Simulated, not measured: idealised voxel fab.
The process module presented herein is designated voxel transistor to metal.
Xsec cut, 285 nm wide, square cell size 5 nm.
Format of a cross-section: grid, square cells. Given as bands. Order: top down. Band: one or more rows of cells. Heads up on the band format: heights come first, top then bottom, in nm. After that it's the materials left to right, each with its width in nm. A single material flagged "edge to edge" fills the whole band edge to edge, and "empty" means there's empty space there. Heights from 0 (as-received wafer is one material below). Bottom band endless downward, as "0 nm and below". Think of "30->40" as a width that walks from the first number to the second as you go down the band, top row to bottom row, taking equal-sized steps from row to row. Reading "no change" for a step: not a cell of the cross-section changed in it. Basically, "Unvented internal voids" tells you about the enclosed voids: empty spaces with no open way to the top, 8 cells or bigger, each written width x height at distance, where distance is from the left edge, all in nm. What comes after the settings on a step's line is commentary from the simulator itself on that step. "overlay nm" answers the question of how far to the right of plan the mask lay on a step that has a mask, and when it is negative the answer is to the left.

Below is the list of planned process steps:
1: RECEIVE, material Si
2: OXIDIZE, depth nm 5
3: CONFORMAL_DEP, material SiN, thk nm 10
4: PATTERN, tone cover, mask id ACTIVE, material resist, width nm 115, pitch nm 135, thk nm 15, overlay nm 0
5: DIRECTIONAL_ETCH, etch materials SiN, depth nm 10
6: DIRECTIONAL_ETCH, etch materials SiO2, depth nm 5
7: DIRECTIONAL_ETCH, etch materials Si, depth nm 20
8: STRIP, etch materials resist
9: FILL_DEP, material SiO2, thk nm 15
10: CMP, height nm 10
11: SELECTIVE_ETCH, etch materials SiO2, depth nm 10
12: STRIP, etch materials SiN
13: SELECTIVE_ETCH, etch materials SiO2, depth nm 5
14: OXIDIZE, depth nm 5
15: DIRECTIONAL_DEP, material polySi, thk nm 25
16: DIRECTIONAL_DEP, material SiCN, thk nm 10
17: MASKED_ETCH, tone cover, mask id GATE, width nm 15, pitch nm 135, etch materials SiCN, depth nm 20, overlay nm 0
18: MASKED_ETCH, tone cover, mask id GATE, width nm 15, pitch nm 135, etch materials polySi, depth nm 35, overlay nm 0
19: CONFORMAL_DEP, material SiN, thk nm 5
20: DIRECTIONAL_ETCH, etch materials SiN, depth nm 5
21: DIRECTIONAL_ETCH, etch materials SiO2, depth nm 5
22: EPI, material nSi, thk nm 5
23: FILL_DEP, material SiO2, thk nm 5
24: CMP, height nm 30
25: DIRECTIONAL_DEP, material SiO2, thk nm 15
26: MASKED_ETCH, tone open, mask id CONTACT, width nm 20, etch materials SiO2, depth nm 50, overlay nm 0
27: CONFORMAL_DEP, material TiN, thk nm 5
28: FILL_DEP, material W, thk nm 5
29: CMP, height nm 45
30: CONFORMAL_DEP, material SiCN, thk nm 5
31: DIRECTIONAL_DEP, material SiO2, thk nm 25
32: PATTERN, tone open, mask id METAL_1, material resist, width nm 20, thk nm 20, overlay nm 0
33: DIRECTIONAL_ETCH, etch materials SiO2, depth nm 25
34: DIRECTIONAL_ETCH, etch materials SiCN, depth nm 5
35: STRIP, etch materials resist
36: CONFORMAL_DEP, material TiN, thk nm 5
37: FILL_DEP, material Cu, thk nm 10
38: CMP, height nm 75
39: CONFORMAL_DEP, material SiCN, thk nm 5

The first wafer of two, processed as planned:

Step 1 complete: cross-section of the wafer as received:
> 0 nm and below: Si edge to edge
> Unvented internal voids: none

How the wafer stands in section after step 2:
> 0 nm to -5 nm: SiO2 edge to edge
> Anything lower than -5 is untouched.

How the wafer stands in section after step 3:
> 10 nm to 0 nm: SiN edge to edge
> Anything lower than 0 is untouched.

How the wafer stands in section after step 4:
> 25 nm to 10 nm: empty: 15; resist: 115; empty: 20; resist: 115; empty: 20
> Anything lower than 10 is untouched.

How the wafer stands in section after step 5:
> 25 nm to 10 nm: empty: 15; resist: 115; empty: 20; resist: 115; empty: 20
> 10 nm to 0 nm: empty: 15; SiN: 115; empty: 20; SiN: 115; empty: 20
> Anything lower than 0 is untouched.

How the wafer stands in section after step 6:
> 25 nm to 10 nm: empty: 15; resist: 115; empty: 20; resist: 115; empty: 20
> 10 nm to 0 nm: empty: 15; SiN: 115; empty: 20; SiN: 115; empty: 20
> 0 nm to -5 nm: empty: 15; SiO2: 115; empty: 20; SiO2: 115; empty: 20
> Anything lower than -5 is untouched.

How the wafer stands in section after step 7:
> 25 nm to 10 nm: empty: 15; resist: 115; empty: 20; resist: 115; empty: 20
> 10 nm to 0 nm: empty: 15; SiN: 115; empty: 20; SiN: 115; empty: 20
> 0 nm to -5 nm: empty: 15; SiO2: 115; empty: 20; SiO2: 115; empty: 20
> -5 nm to -25 nm: empty: 15; Si: 115; empty: 20; Si: 115; empty: 20
> Anything lower than -25 is untouched.

How the wafer stands in section after step 8:
> 10 nm to 0 nm: empty: 15; SiN: 115; empty: 20; SiN: 115; empty: 20
> Anything lower than 0 is untouched.

How the wafer stands in section after step 9:
> 25 nm to 10 nm: SiO2 edge to edge
> 10 nm to 0 nm: SiO2: 15; SiN: 115; SiO2: 20; SiN: 115; SiO2: 20
> 0 nm to -5 nm: SiO2 edge to edge
> -5 nm to -25 nm: SiO2: 15; Si: 115; SiO2: 20; Si: 115; SiO2: 20
> Anything lower than -25 is untouched.

How the wafer stands in section after step 10:
> 10 nm to 0 nm: SiO2: 15; SiN: 115; SiO2: 20; SiN: 115; SiO2: 20
> Anything lower than 0 is untouched.

How the wafer stands in section after step 11:
> 10 nm to 0 nm: empty: 15; SiN: 115; empty: 20; SiN: 115; empty: 20
> Anything lower than 0 is untouched.

How the wafer stands in section after step 12:
> 0 nm to -5 nm: SiO2 edge to edge
> Anything lower than -5 is untouched.

How the wafer stands in section after step 13:
> -5 nm to -25 nm: SiO2: 15; Si: 115; SiO2: 20; Si: 115; SiO2: 20
> Anything lower than -25 is untouched.

How the wafer stands in section after step 14:
> -5 nm to -10 nm: SiO2 edge to edge
> Anything lower than -10 is untouched.

How the wafer stands in section after step 15:
> 20 nm to -5 nm: polySi edge to edge
> Anything lower than -5 is untouched.

How the wafer stands in section after step 16:
> 30 nm to 20 nm: SiCN edge to edge
> Anything lower than 20 is untouched.

How the wafer stands in section after step 17:
> 30 nm to 20 nm: empty: 65; SiCN: 15; empty: 120; SiCN: 15; empty: 70
> Anything lower than 20 is untouched.

How the wafer stands in section after step 18:
> 30 nm to 20 nm: empty: 65; SiCN: 15; empty: 120; SiCN: 15; empty: 70
> 20 nm to -5 nm: empty: 65; polySi: 15; empty: 120; polySi: 15; empty: 70
> Anything lower than -5 is untouched.

How the wafer stands in section after step 19:
> 35 nm to 30 nm: empty: 60; SiN: 25; empty: 110; SiN: 25; empty: 65
> 30 nm to 20 nm: empty: 60; SiN: 5; SiCN: 15; SiN: 5; empty: 110; SiN: 5; SiCN: 15; SiN: 5; empty: 65
> 20 nm to 0 nm: empty: 60; SiN: 5; polySi: 15; SiN: 5; empty: 110; SiN: 5; polySi: 15; SiN: 5; empty: 65
> 0 nm to -5 nm: SiN: 65; polySi: 15; SiN: 120; polySi: 15; SiN: 70
> Anything lower than -5 is untouched.

How the wafer stands in section after step 20:
> 30 nm to 20 nm: empty: 60; SiN: 5; SiCN: 15; SiN: 5; empty: 110; SiN: 5; SiCN: 15; SiN: 5; empty: 65
> 20 nm to -5 nm: empty: 60; SiN: 5; polySi: 15; SiN: 5; empty: 110; SiN: 5; polySi: 15; SiN: 5; empty: 65
> Anything lower than -5 is untouched.

How the wafer stands in section after step 21:
> 30 nm to 20 nm: empty: 60; SiN: 5; SiCN: 15; SiN: 5; empty: 110; SiN: 5; SiCN: 15; SiN: 5; empty: 65
> 20 nm to -5 nm: empty: 60; SiN: 5; polySi: 15; SiN: 5; empty: 110; SiN: 5; polySi: 15; SiN: 5; empty: 65
> -5 nm to -10 nm: empty: 60; SiO2: 25; empty: 110; SiO2: 25; empty: 65
> Anything lower than -10 is untouched.

How the wafer stands in section after step 22:
> 30 nm to 20 nm: empty: 60; SiN: 5; SiCN: 15; SiN: 5; empty: 110; SiN: 5; SiCN: 15; SiN: 5; empty: 65
> 20 nm to -5 nm: empty: 60; SiN: 5; polySi: 15; SiN: 5; empty: 110; SiN: 5; polySi: 15; SiN: 5; empty: 65
> -5 nm to -10 nm: empty: 10; nSi: 50; SiO2: 25; nSi: 50; empty: 10; nSi: 50; SiO2: 25; nSi: 50; empty: 15
> Anything lower than -10 is untouched.

How the wafer stands in section after step 23:
> 35 nm to 30 nm: SiO2 edge to edge
> 30 nm to 20 nm: SiO2: 60; SiN: 5; SiCN: 15; SiN: 5; SiO2: 110; SiN: 5; SiCN: 15; SiN: 5; SiO2: 65
> 20 nm to -5 nm: SiO2: 60; SiN: 5; polySi: 15; SiN: 5; SiO2: 110; SiN: 5; polySi: 15; SiN: 5; SiO2: 65
> -5 nm to -10 nm: SiO2: 10; nSi: 50; SiO2: 25; nSi: 50; SiO2: 10; nSi: 50; SiO2: 25; nSi: 50; SiO2: 15
> Anything lower than -10 is untouched.

How the wafer stands in section after step 24:
> 30 nm to 20 nm: SiO2: 60; SiN: 5; SiCN: 15; SiN: 5; SiO2: 110; SiN: 5; SiCN: 15; SiN: 5; SiO2: 65
> Anything lower than 20 is untouched.

How the wafer stands in section after step 25:
> 45 nm to 30 nm: SiO2 edge to edge
> Anything lower than 30 is untouched.

How the wafer stands in section after step 26:
> 45 nm to 30 nm: SiO2: 25; empty: 20; SiO2: 55; empty: 20; SiO2: 40; empty: 20; SiO2: 55; empty: 20; SiO2: 30
> 30 nm to 20 nm: SiO2: 25; empty: 20; SiO2: 15; SiN: 5; SiCN: 15; SiN: 5; SiO2: 15; empty: 20; SiO2: 40; empty: 20; SiO2: 15; SiN: 5; SiCN: 15; SiN: 5; SiO2: 15; empty: 20; SiO2: 30
> 20 nm to -5 nm: SiO2: 25; empty: 20; SiO2: 15; SiN: 5; polySi: 15; SiN: 5; SiO2: 15; empty: 20; SiO2: 40; empty: 20; SiO2: 15; SiN: 5; polySi: 15; SiN: 5; SiO2: 15; empty: 20; SiO2: 30
> Anything lower than -5 is untouched.

How the wafer stands in section after step 27:
> 50 nm to 45 nm: TiN: 30; empty: 10; TiN: 65; empty: 10; TiN: 50; empty: 10; TiN: 65; empty: 10; TiN: 35
> 45 nm to 30 nm: SiO2: 25; TiN: 5; empty: 10; TiN: 5; SiO2: 55; TiN: 5; empty: 10; TiN: 5; SiO2: 40; TiN: 5; empty: 10; TiN: 5; SiO2: 55; TiN: 5; empty: 10; TiN: 5; SiO2: 30
> 30 nm to 20 nm: SiO2: 25; TiN: 5; empty: 10; TiN: 5; SiO2: 15; SiN: 5; SiCN: 15; SiN: 5; SiO2: 15; TiN: 5; empty: 10; TiN: 5; SiO2: 40; TiN: 5; empty: 10; TiN: 5; SiO2: 15; SiN: 5; SiCN: 15; SiN: 5; SiO2: 15; TiN: 5; empty: 10; TiN: 5; SiO2: 30
> 20 nm to 0 nm: SiO2: 25; TiN: 5; empty: 10; TiN: 5; SiO2: 15; SiN: 5; polySi: 15; SiN: 5; SiO2: 15; TiN: 5; empty: 10; TiN: 5; SiO2: 40; TiN: 5; empty: 10; TiN: 5; SiO2: 15; SiN: 5; polySi: 15; SiN: 5; SiO2: 15; TiN: 5; empty: 10; TiN: 5; SiO2: 30
> 0 nm to -5 nm: SiO2: 25; TiN: 20; SiO2: 15; SiN: 5; polySi: 15; SiN: 5; SiO2: 15; TiN: 20; SiO2: 40; TiN: 20; SiO2: 15; SiN: 5; polySi: 15; SiN: 5; SiO2: 15; TiN: 20; SiO2: 30
> Anything lower than -5 is untouched.

How the wafer stands in section after step 28:
> 55 nm to 50 nm: W edge to edge
> 50 nm to 45 nm: TiN: 30; W: 10; TiN: 65; W: 10; TiN: 50; W: 10; TiN: 65; W: 10; TiN: 35
> 45 nm to 30 nm: SiO2: 25; TiN: 5; W: 10; TiN: 5; SiO2: 55; TiN: 5; W: 10; TiN: 5; SiO2: 40; TiN: 5; W: 10; TiN: 5; SiO2: 55; TiN: 5; W: 10; TiN: 5; SiO2: 30
> 30 nm to 20 nm: SiO2: 25; TiN: 5; W: 10; TiN: 5; SiO2: 15; SiN: 5; SiCN: 15; SiN: 5; SiO2: 15; TiN: 5; W: 10; TiN: 5; SiO2: 40; TiN: 5; W: 10; TiN: 5; SiO2: 15; SiN: 5; SiCN: 15; SiN: 5; SiO2: 15; TiN: 5; W: 10; TiN: 5; SiO2: 30
> 20 nm to 0 nm: SiO2: 25; TiN: 5; W: 10; TiN: 5; SiO2: 15; SiN: 5; polySi: 15; SiN: 5; SiO2: 15; TiN: 5; W: 10; TiN: 5; SiO2: 40; TiN: 5; W: 10; TiN: 5; SiO2: 15; SiN: 5; polySi: 15; SiN: 5; SiO2: 15; TiN: 5; W: 10; TiN: 5; SiO2: 30
> Anything lower than 0 is untouched.

How the wafer stands in section after step 29:
> 45 nm to 30 nm: SiO2: 25; TiN: 5; W: 10; TiN: 5; SiO2: 55; TiN: 5; W: 10; TiN: 5; SiO2: 40; TiN: 5; W: 10; TiN: 5; SiO2: 55; TiN: 5; W: 10; TiN: 5; SiO2: 30
> Anything lower than 30 is untouched.

How the wafer stands in section after step 30:
> 50 nm to 45 nm: SiCN edge to edge
> Anything lower than 45 is untouched.

How the wafer stands in section after step 31:
> 75 nm to 50 nm: SiO2 edge to edge
> Anything lower than 50 is untouched.

How the wafer stands in section after step 32:
> 95 nm to 75 nm: resist: 25; empty: 20; resist: 55; empty: 20; resist: 40; empty: 20; resist: 55; empty: 20; resist: 30
> Anything lower than 75 is untouched.

How the wafer stands in section after step 33:
> 95 nm to 75 nm: resist: 25; empty: 20; resist: 55; empty: 20; resist: 40; empty: 20; resist: 55; empty: 20; resist: 30
> 75 nm to 50 nm: SiO2: 25; empty: 20; SiO2: 55; empty: 20; SiO2: 40; empty: 20; SiO2: 55; empty: 20; SiO2: 30
> Anything lower than 50 is untouched.

How the wafer stands in section after step 34:
> 95 nm to 75 nm: resist: 25; empty: 20; resist: 55; empty: 20; resist: 40; empty: 20; resist: 55; empty: 20; resist: 30
> 75 nm to 50 nm: SiO2: 25; empty: 20; SiO2: 55; empty: 20; SiO2: 40; empty: 20; SiO2: 55; empty: 20; SiO2: 30
> 50 nm to 45 nm: SiCN: 25; empty: 20; SiCN: 55; empty: 20; SiCN: 40; empty: 20; SiCN: 55; empty: 20; SiCN: 30
> Anything lower than 45 is untouched.

How the wafer stands in section after step 35:
> 75 nm to 50 nm: SiO2: 25; empty: 20; SiO2: 55; empty: 20; SiO2: 40; empty: 20; SiO2: 55; empty: 20; SiO2: 30
> Anything lower than 50 is untouched.

How the wafer stands in section after step 36:
> 80 nm to 75 nm: TiN: 30; empty: 10; TiN: 65; empty: 10; TiN: 50; empty: 10; TiN: 65; empty: 10; TiN: 35
> 75 nm to 50 nm: SiO2: 25; TiN: 5; empty: 10; TiN: 5; SiO2: 55; TiN: 5; empty: 10; TiN: 5; SiO2: 40; TiN: 5; empty: 10; TiN: 5; SiO2: 55; TiN: 5; empty: 10; TiN: 5; SiO2: 30
> 50 nm to 45 nm: SiCN: 25; TiN: 20; SiCN: 55; TiN: 20; SiCN: 40; TiN: 20; SiCN: 55; TiN: 20; SiCN: 30
> Anything lower than 45 is untouched.

How the wafer stands in section after step 37:
> 90 nm to 80 nm: Cu edge to edge
> 80 nm to 75 nm: TiN: 30; Cu: 10; TiN: 65; Cu: 10; TiN: 50; Cu: 10; TiN: 65; Cu: 10; TiN: 35
> 75 nm to 50 nm: SiO2: 25; TiN: 5; Cu: 10; TiN: 5; SiO2: 55; TiN: 5; Cu: 10; TiN: 5; SiO2: 40; TiN: 5; Cu: 10; TiN: 5; SiO2: 55; TiN: 5; Cu: 10; TiN: 5; SiO2: 30
> Anything lower than 50 is untouched.

How the wafer stands in section after step 38:
> 75 nm to 50 nm: SiO2: 25; TiN: 5; Cu: 10; TiN: 5; SiO2: 55; TiN: 5; Cu: 10; TiN: 5; SiO2: 40; TiN: 5; Cu: 10; TiN: 5; SiO2: 55; TiN: 5; Cu: 10; TiN: 5; SiO2: 30
> Anything lower than 50 is untouched.

How the wafer stands in section after step 39:
> 80 nm to 75 nm: SiCN edge to edge
> Anything lower than 75 is untouched.

The Second Wafer: Common Origin and Plan, One Mistake in Execution, Identical to the First Through Step 9:

Second wafer: cross-section at the scheduled end of step 10: no change

Second wafer: cross-section at the scheduled end of step 11:
> 15 nm to 10 nm: SiO2 edge to edge
> Anything lower than 10 is untouched.

Second wafer: cross-section at the scheduled end of step 12: no change

Second wafer: cross-section at the scheduled end of step 13:
> 10 nm to 0 nm: SiO2: 15; SiN: 115; SiO2: 20; SiN: 115; SiO2: 20
> Anything lower than 0 is untouched.

Second wafer: cross-section at the scheduled end of step 14: no change

Second wafer: cross-section at the scheduled end of step 15:
> 35 nm to 10 nm: polySi edge to edge
> Anything lower than 10 is untouched.

Second wafer: cross-section at the scheduled end of step 16:
> 45 nm to 35 nm: SiCN edge to edge
> Anything lower than 35 is untouched.

Second wafer: cross-section at the scheduled end of step 17:
> 45 nm to 35 nm: empty: 65; SiCN: 15; empty: 120; SiCN: 15; empty: 70
> Anything lower than 35 is untouched.

Second wafer: cross-section at the scheduled end of step 18:
> 45 nm to 35 nm: empty: 65; SiCN: 15; empty: 120; SiCN: 15; empty: 70
> 35 nm to 10 nm: empty: 65; polySi: 15; empty: 120; polySi: 15; empty: 70
> Anything lower than 10 is untouched.

Second wafer: cross-section at the scheduled end of step 19:
> 50 nm to 45 nm: empty: 60; SiN: 25; empty: 110; SiN: 25; empty: 65
> 45 nm to 35 nm: empty: 60; SiN: 5; SiCN: 15; SiN: 5; empty: 110; SiN: 5; SiCN: 15; SiN: 5; empty: 65
> 35 nm to 15 nm: empty: 60; SiN: 5; polySi: 15; SiN: 5; empty: 110; SiN: 5; polySi: 15; SiN: 5; empty: 65
> 15 nm to 10 nm: SiN: 65; polySi: 15; SiN: 120; polySi: 15; SiN: 70
> Anything lower than 10 is untouched.

Second wafer: cross-section at the scheduled end of step 20:
> 45 nm to 35 nm: empty: 60; SiN: 5; SiCN: 15; SiN: 5; empty: 110; SiN: 5; SiCN: 15; SiN: 5; empty: 65
> 35 nm to 10 nm: empty: 60; SiN: 5; polySi: 15; SiN: 5; empty: 110; SiN: 5; polySi: 15; SiN: 5; empty: 65
> Anything lower than 10 is untouched.

Second wafer: cross-section at the scheduled end of step 21:
> 45 nm to 35 nm: empty: 60; SiN: 5; SiCN: 15; SiN: 5; empty: 110; SiN: 5; SiCN: 15; SiN: 5; empty: 65
> 35 nm to 10 nm: empty: 60; SiN: 5; polySi: 15; SiN: 5; empty: 110; SiN: 5; polySi: 15; SiN: 5; empty: 65
> 10 nm to 5 nm: empty: 15; SiN: 115; empty: 20; SiN: 115; empty: 20
> Anything lower than 5 is untouched.

Second wafer: cross-section at the scheduled end of step 22: no change

Second wafer: cross-section at the scheduled end of step 23:
> 50 nm to 45 nm: SiO2 edge to edge
> 45 nm to 35 nm: SiO2: 60; SiN: 5; SiCN: 15; SiN: 5; SiO2: 110; SiN: 5; SiCN: 15; SiN: 5; SiO2: 65
> 35 nm to 10 nm: SiO2: 60; SiN: 5; polySi: 15; SiN: 5; SiO2: 110; SiN: 5; polySi: 15; SiN: 5; SiO2: 65
> 10 nm to 0 nm: SiO2: 15; SiN: 115; SiO2: 20; SiN: 115; SiO2: 20
> Anything lower than 0 is untouched.

Second wafer: cross-section at the scheduled end of step 24:
> 30 nm to 10 nm: SiO2: 60; SiN: 5; polySi: 15; SiN: 5; SiO2: 110; SiN: 5; polySi: 15; SiN: 5; SiO2: 65
> Anything lower than 10 is untouched.

Second wafer: cross-section at the scheduled end of step 25:
> 45 nm to 30 nm: SiO2 edge to edge
> Anything lower than 30 is untouched.

Second wafer: cross-section at the scheduled end of step 26:
> 45 nm to 30 nm: SiO2: 25; empty: 20; SiO2: 55; empty: 20; SiO2: 40; empty: 20; SiO2: 55; empty: 20; SiO2: 30
> 30 nm to 10 nm: SiO2: 25; empty: 20; SiO2: 15; SiN: 5; polySi: 15; SiN: 5; SiO2: 15; empty: 20; SiO2: 40; empty: 20; SiO2: 15; SiN: 5; polySi: 15; SiN: 5; SiO2: 15; empty: 20; SiO2: 30
> Anything lower than 10 is untouched.

Second wafer: cross-section at the scheduled end of step 27:
> 50 nm to 45 nm: TiN: 30; empty: 10; TiN: 65; empty: 10; TiN: 50; empty: 10; TiN: 65; empty: 10; TiN: 35
> 45 nm to 30 nm: SiO2: 25; TiN: 5; empty: 10; TiN: 5; SiO2: 55; TiN: 5; empty: 10; TiN: 5; SiO2: 40; TiN: 5; empty: 10; TiN: 5; SiO2: 55; TiN: 5; empty: 10; TiN: 5; SiO2: 30
> 30 nm to 15 nm: SiO2: 25; TiN: 5; empty: 10; TiN: 5; SiO2: 15; SiN: 5; polySi: 15; SiN: 5; SiO2: 15; TiN: 5; empty: 10; TiN: 5; SiO2: 40; TiN: 5; empty: 10; TiN: 5; SiO2: 15; SiN: 5; polySi: 15; SiN: 5; SiO2: 15; TiN: 5; empty: 10; TiN: 5; SiO2: 30
> 15 nm to 10 nm: SiO2: 25; TiN: 20; SiO2: 15; SiN: 5; polySi: 15; SiN: 5; SiO2: 15; TiN: 20; SiO2: 40; TiN: 20; SiO2: 15; SiN: 5; polySi: 15; SiN: 5; SiO2: 15; TiN: 20; SiO2: 30
> Anything lower than 10 is untouched.

Second wafer: cross-section at the scheduled end of step 28:
> 55 nm to 50 nm: W edge to edge
> 50 nm to 45 nm: TiN: 30; W: 10; TiN: 65; W: 10; TiN: 50; W: 10; TiN: 65; W: 10; TiN: 35
> 45 nm to 30 nm: SiO2: 25; TiN: 5; W: 10; TiN: 5; SiO2: 55; TiN: 5; W: 10; TiN: 5; SiO2: 40; TiN: 5; W: 10; TiN: 5; SiO2: 55; TiN: 5; W: 10; TiN: 5; SiO2: 30
> 30 nm to 15 nm: SiO2: 25; TiN: 5; W: 10; TiN: 5; SiO2: 15; SiN: 5; polySi: 15; SiN: 5; SiO2: 15; TiN: 5; W: 10; TiN: 5; SiO2: 40; TiN: 5; W: 10; TiN: 5; SiO2: 15; SiN: 5; polySi: 15; SiN: 5; SiO2: 15; TiN: 5; W: 10; TiN: 5; SiO2: 30
> Anything lower than 15 is untouched.

Second wafer: cross-section at the scheduled end of step 29:
> 45 nm to 30 nm: SiO2: 25; TiN: 5; W: 10; TiN: 5; SiO2: 55; TiN: 5; W: 10; TiN: 5; SiO2: 40; TiN: 5; W: 10; TiN: 5; SiO2: 55; TiN: 5; W: 10; TiN: 5; SiO2: 30
> Anything lower than 30 is untouched.

Second wafer: cross-section at the scheduled end of step 30:
> 50 nm to 45 nm: SiCN edge to edge
> Anything lower than 45 is untouched.

Second wafer: cross-section at the scheduled end of step 31:
> 75 nm to 50 nm: SiO2 edge to edge
> Anything lower than 50 is untouched.

Second wafer: cross-section at the scheduled end of step 32:
> 95 nm to 75 nm: resist: 25; empty: 20; resist: 55; empty: 20; resist: 40; empty: 20; resist: 55; empty: 20; resist: 30
> Anything lower than 75 is untouched.

Second wafer: cross-section at the scheduled end of step 33:
> 95 nm to 75 nm: resist: 25; empty: 20; resist: 55; empty: 20; resist: 40; empty: 20; resist: 55; empty: 20; resist: 30
> 75 nm to 50 nm: SiO2: 25; empty: 20; SiO2: 55; empty: 20; SiO2: 40; empty: 20; SiO2: 55; empty: 20; SiO2: 30
> Anything lower than 50 is untouched.

Second wafer: cross-section at the scheduled end of step 34:
> 95 nm to 75 nm: resist: 25; empty: 20; resist: 55; empty: 20; resist: 40; empty: 20; resist: 55; empty: 20; resist: 30
> 75 nm to 50 nm: SiO2: 25; empty: 20; SiO2: 55; empty: 20; SiO2: 40; empty: 20; SiO2: 55; empty: 20; SiO2: 30
> 50 nm to 45 nm: SiCN: 25; empty: 20; SiCN: 55; empty: 20; SiCN: 40; empty: 20; SiCN: 55; empty: 20; SiCN: 30
> Anything lower than 45 is untouched.

Second wafer: cross-section at the scheduled end of step 35:
> 75 nm to 50 nm: SiO2: 25; empty: 20; SiO2: 55; empty: 20; SiO2: 40; empty: 20; SiO2: 55; empty: 20; SiO2: 30
> Anything lower than 50 is untouched.

Second wafer: cross-section at the scheduled end of step 36:
> 80 nm to 75 nm: TiN: 30; empty: 10; TiN: 65; empty: 10; TiN: 50; empty: 10; TiN: 65; empty: 10; TiN: 35
> 75 nm to 50 nm: SiO2: 25; TiN: 5; empty: 10; TiN: 5; SiO2: 55; TiN: 5; empty: 10; TiN: 5; SiO2: 40; TiN: 5; empty: 10; TiN: 5; SiO2: 55; TiN: 5; empty: 10; TiN: 5; SiO2: 30
> 50 nm to 45 nm: SiCN: 25; TiN: 20; SiCN: 55; TiN: 20; SiCN: 40; TiN: 20; SiCN: 55; TiN: 20; SiCN: 30
> Anything lower than 45 is untouched.

Second wafer: cross-section at the scheduled end of step 37:
> 90 nm to 80 nm: Cu edge to edge
> 80 nm to 75 nm: TiN: 30; Cu: 10; TiN: 65; Cu: 10; TiN: 50; Cu: 10; TiN: 65; Cu: 10; TiN: 35
> 75 nm to 50 nm: SiO2: 25; TiN: 5; Cu: 10; TiN: 5; SiO2: 55; TiN: 5; Cu: 10; TiN: 5; SiO2: 40; TiN: 5; Cu: 10; TiN: 5; SiO2: 55; TiN: 5; Cu: 10; TiN: 5; SiO2: 30
> Anything lower than 50 is untouched.

Second wafer: cross-section at the scheduled end of step 38:
> 75 nm to 50 nm: SiO2: 25; TiN: 5; Cu: 10; TiN: 5; SiO2: 55; TiN: 5; Cu: 10; TiN: 5; SiO2: 40; TiN: 5; Cu: 10; TiN: 5; SiO2: 55; TiN: 5; Cu: 10; TiN: 5; SiO2: 30
> Anything lower than 50 is untouched.

Second wafer: cross-section at the scheduled end of step 39:
> 80 nm to 75 nm: SiCN edge to edge
> Anything lower than 75 is untouched.
Nonconformance to the process plan: skipped: plan step 10 (never run)
It is noted that, at the conclusion of processing, the second wafer exhibits a higher or lower cell count for certain materials relative to the first: 46 more of Si, 12 fewer of SiCN, 80 more of SiN, 20 fewer of SiO2, 24 fewer of TiN, 24 fewer of W, 40 fewer of nSi, 6 fewer of polySi
